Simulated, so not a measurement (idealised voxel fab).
Module name: voxel wiring stack (process module)
Section shown: cut. Width: 190 nm. Cell size: 5 nm, square.
Cross-section spec: square-cell grid; bands listed top down; each band is one or more rows. Band entry format. Leading values: height of top, height of bottom, nm. Remainder: materials in left-to-right order, each with its width in nm. Special words: "all across" on a single material, which then fills the band edge to edge; "empty", empty space. Ref level 0: as-received wafer is one material below here. Bottom band extends down with no lower bound ("top 0, no bottom"). So if you see something like "30..40" for the width, read it as the top row of the band sitting at the first number and the bottom row at the second, with every row in between moving by the same amount as the last. "nothing changed", as given for a step, is the statement that not any cell of the cross-section underwent a change during that step. Any empty space of 8 cells or more lacking an open way to the top shows up in "Enclosed cavity list" as width x height at distance, distance from the left edge, in nm. Where a step's line continues beyond its settings, the continuation is a remark by the simulator itself on that step. overlay nm: on a step with a mask, how far right of its planned place the mask lay; negative means left.
PLANNED PROCESS STEPS
1. RECEIVE (material Si)
2. CONFORMAL_DEP (material SiO2; thk nm 10)
3. CONFORMAL_DEP (material SiN; thk nm 5)
4. DIRECTIONAL_DEP (material lowk; thk nm 15)
5. DIRECTIONAL_DEP (material aC; thk nm 10)
6. PATTERN (tone open; mask id METAL_1; material resist; width nm 30; pitch nm 60; thk nm 30; overlay nm 0)
7. DIRECTIONAL_ETCH (etch materials aC; depth nm 10)
8. STRIP (etch materials resist)
9. DIRECTIONAL_ETCH (etch materials lowk; depth nm 15)
10. DIRECTIONAL_ETCH (etch materials SiN; depth nm 5)
11. STRIP (etch materials aC)
12. CONFORMAL_DEP (material TiN; thk nm 5)
13. FILL_DEP (material Cu; thk nm 10)
14. CMP (height nm 30)
15. EPI (material Ru; thk nm 5)
16. FILL_DEP (material SiCN; thk nm 5)
17. DIRECTIONAL_DEP (material SiO2; thk nm 15)
18. PATTERN (tone open; mask id PLUG_1; material resist; width nm 15; pitch nm 60; thk nm 20; overlay nm 0)
19. DIRECTIONAL_ETCH (etch materials SiO2; depth nm 15)
20. DIRECTIONAL_ETCH (etch materials SiCN; depth nm 5)
21. STRIP (etch materials resist)
22. CONFORMAL_DEP (material TiN; thk nm 5)
23. FILL_DEP (material Ru; thk nm 10)
24. CMP (height nm 55)
25. DIRECTIONAL_DEP (material TiN; thk nm 5)
26. DIRECTIONAL_DEP (material W; thk nm 20)
27. MASKED_ETCH (tone cover; mask id METAL_2; width nm 30; pitch nm 60; etch materials W; depth nm 20; overlay nm 0)
28. MASKED_ETCH (tone cover; mask id METAL_2; width nm 30; pitch nm 60; etch materials TiN; depth nm 5; overlay nm 0)
29. FILL_DEP (material SiO2; thk nm 5)
30. CMP (height nm 80)
31. CONFORMAL_DEP (material SiCN; thk nm 5)
AS RECEIVED, AFTER STEP 1
    top 0, no bottom = Si all across
    Enclosed cavity list: none
AS-PLANNED RUN: CROSS-SECTION OF THE FIRST OF TWO WAFERS AT END OF MODULE
    top 85, bottom 80 = SiCN all across
    top 80, bottom 60 = SiO2=20, W=30, SiO2=30, W=30, SiO2=30, W=30, SiO2=20
    top 60, bottom 55 = SiO2=20, TiN=30, SiO2=30, TiN=30, SiO2=30, TiN=30, SiO2=20
    top 55, bottom 40 = SiO2=20, TiN=5, Ru=5, TiN=5, SiO2=45, TiN=5, Ru=5, TiN=5, SiO2=45, TiN=5, Ru=5, TiN=5, SiO2=35
    top 40, bottom 35 = SiCN=20, TiN=15, SiCN=45, TiN=15, SiCN=45, TiN=15, SiCN=35
    top 35, bottom 30 = SiCN=15, Ru=40, SiCN=20, Ru=40, SiCN=20, Ru=40, SiCN=15
    top 30, bottom 15 = lowk=20, TiN=5, Cu=20, TiN=5, lowk=30, TiN=5, Cu=20, TiN=5, lowk=30, TiN=5, Cu=20, TiN=5, lowk=20
    top 15, bottom 10 = SiN=20, TiN=30, SiN=30, TiN=30, SiN=30, TiN=30, SiN=20
    top 10, bottom 0 = SiO2 all across
    top 0, no bottom = Si all across
    Enclosed cavity list: none
SECOND WAFER CROSS-SECTION AT END OF MODULE - SHARED START AND PLAN WITH THE FIRST, ONE MISTAKE IN THE RUN
    top 85, bottom 80 = SiCN all across
    top 80, bottom 60 = SiO2=20, W=30, SiO2=30, W=30, SiO2=30, W=30, SiO2=20
    top 60, bottom 55 = SiO2=20, TiN=30, SiO2=30, TiN=30, SiO2=30, TiN=30, SiO2=20
    top 55, bottom 40 = SiO2=20, TiN=5, Ru=10, TiN=5, SiO2=40, TiN=5, Ru=10, TiN=5, SiO2=40, TiN=5, Ru=10, TiN=5, SiO2=30
    top 40, bottom 35 = SiCN=20, TiN=20, SiCN=40, TiN=20, SiCN=40, TiN=20, SiCN=30
    top 35, bottom 30 = SiCN=15, Ru=40, SiCN=20, Ru=40, SiCN=20, Ru=40, SiCN=15
    top 30, bottom 15 = lowk=20, TiN=5, Cu=20, TiN=5, lowk=30, TiN=5, Cu=20, TiN=5, lowk=30, TiN=5, Cu=20, TiN=5, lowk=20
    top 15, bottom 10 = SiN=20, TiN=30, SiN=30, TiN=30, SiN=30, TiN=30, SiN=20
    top 10, bottom 0 = SiO2 all across
    top 0, no bottom = Si all across
    Enclosed cavity list: none
Plan not followed: step 18: run off-plan, actual operation and settings PATTERN (tone open; mask id PLUG_1; material resist; width nm 20; pitch nm 60; thk nm 20; overlay nm 0)
End check, counted in cells, second wafer has more or fewer of these materials than the first: 9 more of Ru | 3 fewer of SiCN | 9 fewer of SiO2 | 3 more of TiN
